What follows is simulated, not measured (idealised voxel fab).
process module | voxel lift off
cross-section cut | 190 nm wide | cells 5 nm
A cross-section is a grid of square cells, given in bands from the top down. A band is one or more rows of cells.
Each band's line starts with the height of the band's top and of its bottom, in nm. Then come its materials from left to right, each with its width in nm. One material with "throughout" fills the band from edge to edge. "air" is empty space.
Height 0 is the level under which the wafer as received is all one material. The lowest band goes on downwards, as in "0 down".
A width such as "30 to 40" changes by the same amount from each row of cells to the next, from the band's top row to its bottom row.
"no change" after a step means that no cell of the cross-section changed.
closed voids: empty space of 8 cells or more with no open way to the top, each as width x height at its distance from the left edge, in nm
after a step's settings: what the simulator itself notes on the step
overlay nm, on a step with a mask: how far to the right of its planned place the mask lay; to the left if negative
plan
1 op RECEIVE | material Si
2 op CONFORMAL_DEP | material SiN | thk nm 15
3 op PATTERN | tone open | mask id LINES | material resist | width nm 30 | pitch nm 50 | thk nm 30 | overlay nm 0
4 op DIRECTIONAL_DEP | material Ru | thk nm 15
5 op STRIP | etch materials resist
6 op CONFORMAL_DEP | material SiO2 | thk nm 5
first wafer, as planned
as received, after step 1
  0 down: Si throughout
  closed voids: none
after step 2
  15 to 0: SiN throughout
  below 0: unchanged
after step 3
  45 to 15: resist 30 | air 30 | resist 20 | air 30 | resist 20 | air 30 | resist 30
  below 15: unchanged
after step 4
  60 to 45: Ru 30 | air 30 | Ru 20 | air 30 | Ru 20 | air 30 | Ru 30
  45 to 30: resist 30 | air 30 | resist 20 | air 30 | resist 20 | air 30 | resist 30
  30 to 15: resist 30 | Ru 30 | resist 20 | Ru 30 | resist 20 | Ru 30 | resist 30
  below 15: unchanged
after step 5
  30 to 15: air 30 | Ru 30 | air 20 | Ru 30 | air 20 | Ru 30 | air 30
  below 15: unchanged
after step 6
  35 to 30: air 25 | SiO2 40 | air 10 | SiO2 40 | air 10 | SiO2 40 | air 25
  30 to 20: air 25 | SiO2 5 | Ru 30 | SiO2 5 | air 10 | SiO2 5 | Ru 30 | SiO2 5 | air 10 | SiO2 5 | Ru 30 | SiO2 5 | air 25
  20 to 15: SiO2 30 | Ru 30 | SiO2 20 | Ru 30 | SiO2 20 | Ru 30 | SiO2 30
  below 15: unchanged
second wafer: like start, like plan, one mistake. Through step 2 it matches the first wafer
when step 3 should have ended
  45 to 15: resist 35 | air 20 | resist 30 | air 20 | resist 30 | air 20 | resist 35
  below 15: unchanged
when step 4 should have ended
  60 to 45: Ru 35 | air 20 | Ru 30 | air 20 | Ru 30 | air 20 | Ru 35
  45 to 30: resist 35 | air 20 | resist 30 | air 20 | resist 30 | air 20 | resist 35
  30 to 15: resist 35 | Ru 20 | resist 30 | Ru 20 | resist 30 | Ru 20 | resist 35
  below 15: unchanged
when step 5 should have ended
  30 to 15: air 35 | Ru 20 | air 30 | Ru 20 | air 30 | Ru 20 | air 35
  below 15: unchanged
when step 6 should have ended
  35 to 30: air 30 | SiO2 30 | air 20 | SiO2 30 | air 20 | SiO2 30 | air 30
  30 to 20: air 30 | SiO2 5 | Ru 20 | SiO2 5 | air 20 | SiO2 5 | Ru 20 | SiO2 5 | air 20 | SiO2 5 | Ru 20 | SiO2 5 | air 30
  20 to 15: SiO2 35 | Ru 20 | SiO2 30 | Ru 20 | SiO2 30 | Ru 20 | SiO2 35
  below 15: unchanged
what went wrong: step 3 ran as: op PATTERN | tone open | mask id LINES | material resist | width nm 20 | pitch nm 50 | thk nm 30 | overlay nm 0
at the end the second wafer has, in cells: 18 fewer of Ru
